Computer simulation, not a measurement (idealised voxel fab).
The process module presented herein is designated voxel air gaps.
The width of the displayed cross-section, cut, is 210 nm; its cells are square, with a size of 5 nm.
In this document a cross-section is written as a grid of square cells. It is given as a series of bands, listed from the top down, and a band is one or more rows of cells.
The entry gives the band's vertical extent as a top height and a bottom height in nm, then its horizontal make-up as materials from left to right, each with a width in nm. "empty" stands for empty space; a single material marked "full width" fills the band edge to edge.
Zero point of the height axis is 0; under it, received wafer = one material. Lowest band: continues down indefinitely, "from 0 down".
Per-row width for "30->40": begins at first number (top row of band), ends at second number (bottom row), increment between rows held constant.
Reading "nothing altered" for a step: not a cell of the cross-section changed in it.
Closed empty spaces (no open way to the top) of 8 cells or more are what "closed voids" lists, each as width x height at distance from the left edge, nm for all three.
Whatever follows a step's settings on its line is a remark the simulator itself makes about that step.
If you see "overlay nm" on a step's line and that step has a mask, it's telling you how far right of where it was planned the mask ended up; a negative number means it went left instead.
Set out below are the planned steps of the process:
1) RECEIVE with material Si
2) CONFORMAL_DEP with material SiO2, thk nm 15
3) CONFORMAL_DEP with material SiN, thk nm 5
4) DIRECTIONAL_DEP with material SiO2, thk nm 40
5) PATTERN with tone open, mask id LINES, material resist, width nm 15, pitch nm 45, thk nm 20, overlay nm 0
6) DIRECTIONAL_ETCH with etch materials SiO2, depth nm 40
7) STRIP with etch materials resist
8) CONFORMAL_DEP with material TiN, thk nm 5
9) FILL_DEP with material W, thk nm 5
10) CMP with height nm 60
11) EPI with material Ru, thk nm 10
12) SELECTIVE_ETCH with etch materials SiO2, depth nm 50
13) CONFORMAL_DEP with material SiN, thk nm 5
First of the two wafers, run per plan:
As-received wafer cross-section (after step 1):
- from 0 down: Si full width
- closed voids: none
Cross-section of the wafer after step 2:
- from 15 to 0: SiO2 full width
- Under 0: no change, same as before.
Cross-section of the wafer after step 3:
- from 20 to 15: SiN full width
- Under 15: no change, same as before.
Cross-section of the wafer after step 4:
- from 60 to 20: SiO2 full width
- Under 20: no change, same as before.
Cross-section of the wafer after step 5:
- from 80 to 60: resist 30 | empty 15 | resist 30 | empty 15 | resist 30 | empty 15 | resist 30 | empty 15 | resist 30
- Under 60: no change, same as before.
Cross-section of the wafer after step 6:
- from 80 to 60: resist 30 | empty 15 | resist 30 | empty 15 | resist 30 | empty 15 | resist 30 | empty 15 | resist 30
- from 60 to 20: SiO2 30 | empty 15 | SiO2 30 | empty 15 | SiO2 30 | empty 15 | SiO2 30 | empty 15 | SiO2 30
- Under 20: no change, same as before.
Cross-section of the wafer after step 7:
- from 60 to 20: SiO2 30 | empty 15 | SiO2 30 | empty 15 | SiO2 30 | empty 15 | SiO2 30 | empty 15 | SiO2 30
- Under 20: no change, same as before.
Cross-section of the wafer after step 8:
- from 65 to 60: TiN 35 | empty 5 | TiN 40 | empty 5 | TiN 40 | empty 5 | TiN 40 | empty 5 | TiN 35
- from 60 to 25: SiO2 30 | TiN 5 | empty 5 | TiN 5 | SiO2 30 | TiN 5 | empty 5 | TiN 5 | SiO2 30 | TiN 5 | empty 5 | TiN 5 | SiO2 30 | TiN 5 | empty 5 | TiN 5 | SiO2 30
- from 25 to 20: SiO2 30 | TiN 15 | SiO2 30 | TiN 15 | SiO2 30 | TiN 15 | SiO2 30 | TiN 15 | SiO2 30
- Under 20: no change, same as before.
Cross-section of the wafer after step 9:
- from 70 to 65: W full width
- from 65 to 60: TiN 35 | W 5 | TiN 40 | W 5 | TiN 40 | W 5 | TiN 40 | W 5 | TiN 35
- from 60 to 25: SiO2 30 | TiN 5 | W 5 | TiN 5 | SiO2 30 | TiN 5 | W 5 | TiN 5 | SiO2 30 | TiN 5 | W 5 | TiN 5 | SiO2 30 | TiN 5 | W 5 | TiN 5 | SiO2 30
- Under 25: no change, same as before.
Cross-section of the wafer after step 10:
- from 60 to 25: SiO2 30 | TiN 5 | W 5 | TiN 5 | SiO2 30 | TiN 5 | W 5 | TiN 5 | SiO2 30 | TiN 5 | W 5 | TiN 5 | SiO2 30 | TiN 5 | W 5 | TiN 5 | SiO2 30
- Under 25: no change, same as before.
Cross-section of the wafer after step 11:
- from 70 to 60: empty 20 | Ru 35 | empty 10 | Ru 35 | empty 10 | Ru 35 | empty 10 | Ru 35 | empty 20
- Under 60: no change, same as before.
Cross-section of the wafer after step 12:
- from 70 to 60: empty 20 | Ru 35 | empty 10 | Ru 35 | empty 10 | Ru 35 | empty 10 | Ru 35 | empty 20
- from 60 to 25: empty 30 | TiN 5 | W 5 | TiN 5 | empty 30 | TiN 5 | W 5 | TiN 5 | empty 30 | TiN 5 | W 5 | TiN 5 | empty 30 | TiN 5 | W 5 | TiN 5 | empty 30
- from 25 to 20: empty 30 | TiN 15 | empty 30 | TiN 15 | empty 30 | TiN 15 | empty 30 | TiN 15 | empty 30
- Under 20: no change, same as before.
Cross-section of the wafer after step 13:
- from 75 to 70: empty 15 | SiN 180 | empty 15
- from 70 to 60: empty 15 | SiN 5 | Ru 35 | SiN 10 | Ru 35 | SiN 10 | Ru 35 | SiN 10 | Ru 35 | SiN 5 | empty 15
- from 60 to 55: empty 15 | SiN 15 | TiN 5 | W 5 | TiN 5 | SiN 30 | TiN 5 | W 5 | TiN 5 | SiN 30 | TiN 5 | W 5 | TiN 5 | SiN 30 | TiN 5 | W 5 | TiN 5 | SiN 15 | empty 15
- from 55 to 25: empty 25 | SiN 5 | TiN 5 | W 5 | TiN 5 | SiN 5 | empty 20 | SiN 5 | TiN 5 | W 5 | TiN 5 | SiN 5 | empty 20 | SiN 5 | TiN 5 | W 5 | TiN 5 | SiN 5 | empty 20 | SiN 5 | TiN 5 | W 5 | TiN 5 | SiN 5 | empty 25
- from 25 to 20: SiN 30 | TiN 15 | SiN 30 | TiN 15 | SiN 30 | TiN 15 | SiN 30 | TiN 15 | SiN 30
- Under 20: no change, same as before.
- closed voids: 20 x 30 at 50; 20 x 30 at 95; 20 x 30 at 140
Second Wafer (Identical Start and Plan, One Processing Error; Matches First Wafer Through Step 4):
Cross-sectional representation of the second wafer at the time designated in the plan for the completion of step 5:
- from 80 to 60: resist 25 | empty 25 | resist 20 | empty 25 | resist 20 | empty 25 | resist 20 | empty 25 | resist 25
- Under 60: no change, same as before.
Cross-sectional representation of the second wafer at the time designated in the plan for the completion of step 6:
- from 80 to 60: resist 25 | empty 25 | resist 20 | empty 25 | resist 20 | empty 25 | resist 20 | empty 25 | resist 25
- from 60 to 20: SiO2 25 | empty 25 | SiO2 20 | empty 25 | SiO2 20 | empty 25 | SiO2 20 | empty 25 | SiO2 25
- Under 20: no change, same as before.
Cross-sectional representation of the second wafer at the time designated in the plan for the completion of step 7:
- from 60 to 20: SiO2 25 | empty 25 | SiO2 20 | empty 25 | SiO2 20 | empty 25 | SiO2 20 | empty 25 | SiO2 25
- Under 20: no change, same as before.
Cross-sectional representation of the second wafer at the time designated in the plan for the completion of step 8:
- from 65 to 60: TiN 30 | empty 15 | TiN 30 | empty 15 | TiN 30 | empty 15 | TiN 30 | empty 15 | TiN 30
- from 60 to 25: SiO2 25 | TiN 5 | empty 15 | TiN 5 | SiO2 20 | TiN 5 | empty 15 | TiN 5 | SiO2 20 | TiN 5 | empty 15 | TiN 5 | SiO2 20 | TiN 5 | empty 15 | TiN 5 | SiO2 25
- from 25 to 20: SiO2 25 | TiN 25 | SiO2 20 | TiN 25 | SiO2 20 | TiN 25 | SiO2 20 | TiN 25 | SiO2 25
- Under 20: no change, same as before.
Cross-sectional representation of the second wafer at the time designated in the plan for the completion of step 9:
- from 70 to 65: W full width
- from 65 to 60: TiN 30 | W 15 | TiN 30 | W 15 | TiN 30 | W 15 | TiN 30 | W 15 | TiN 30
- from 60 to 25: SiO2 25 | TiN 5 | W 15 | TiN 5 | SiO2 20 | TiN 5 | W 15 | TiN 5 | SiO2 20 | TiN 5 | W 15 | TiN 5 | SiO2 20 | TiN 5 | W 15 | TiN 5 | SiO2 25
- Under 25: no change, same as before.
Cross-sectional representation of the second wafer at the time designated in the plan for the completion of step 10:
- from 60 to 25: SiO2 25 | TiN 5 | W 15 | TiN 5 | SiO2 20 | TiN 5 | W 15 | TiN 5 | SiO2 20 | TiN 5 | W 15 | TiN 5 | SiO2 20 | TiN 5 | W 15 | TiN 5 | SiO2 25
- Under 25: no change, same as before.
Cross-sectional representation of the second wafer at the time designated in the plan for the completion of step 11:
- from 70 to 60: empty 15 | Ru 180 | empty 15
- Under 60: no change, same as before.
Cross-sectional representation of the second wafer at the time designated in the plan for the completion of step 12:
- from 70 to 60: empty 15 | Ru 180 | empty 15
- from 60 to 25: empty 25 | TiN 5 | W 15 | TiN 5 | SiO2 20 | TiN 5 | W 15 | TiN 5 | SiO2 20 | TiN 5 | W 15 | TiN 5 | SiO2 20 | TiN 5 | W 15 | TiN 5 | empty 25
- from 25 to 20: empty 25 | TiN 25 | SiO2 20 | TiN 25 | SiO2 20 | TiN 25 | SiO2 20 | TiN 25 | empty 25
- Under 20: no change, same as before.
Cross-sectional representation of the second wafer at the time designated in the plan for the completion of step 13:
- from 75 to 70: empty 10 | SiN 190 | empty 10
- from 70 to 60: empty 10 | SiN 5 | Ru 180 | SiN 5 | empty 10
- from 60 to 55: empty 10 | SiN 15 | TiN 5 | W 15 | TiN 5 | SiO2 20 | TiN 5 | W 15 | TiN 5 | SiO2 20 | TiN 5 | W 15 | TiN 5 | SiO2 20 | TiN 5 | W 15 | TiN 5 | SiN 15 | empty 10
- from 55 to 25: empty 20 | SiN 5 | TiN 5 | W 15 | TiN 5 | SiO2 20 | TiN 5 | W 15 | TiN 5 | SiO2 20 | TiN 5 | W 15 | TiN 5 | SiO2 20 | TiN 5 | W 15 | TiN 5 | SiN 5 | empty 20
- from 25 to 20: SiN 25 | TiN 25 | SiO2 20 | TiN 25 | SiO2 20 | TiN 25 | SiO2 20 | TiN 25 | SiN 25
- Under 20: no change, same as before.
Deviation from plan: step 5 was processed under conditions differing from the plan, specifically as PATTERN with tone open, mask id LINES, material resist, width nm 25, pitch nm 45, thk nm 20, overlay nm 0
End of process, cell counts, second wafer against first, materials with more or fewer: Ru +16, SiN -84, SiO2 +96, TiN +8, W +56
Upon completion, the first wafer exhibits 3 closed voids and the second wafer exhibits 0.
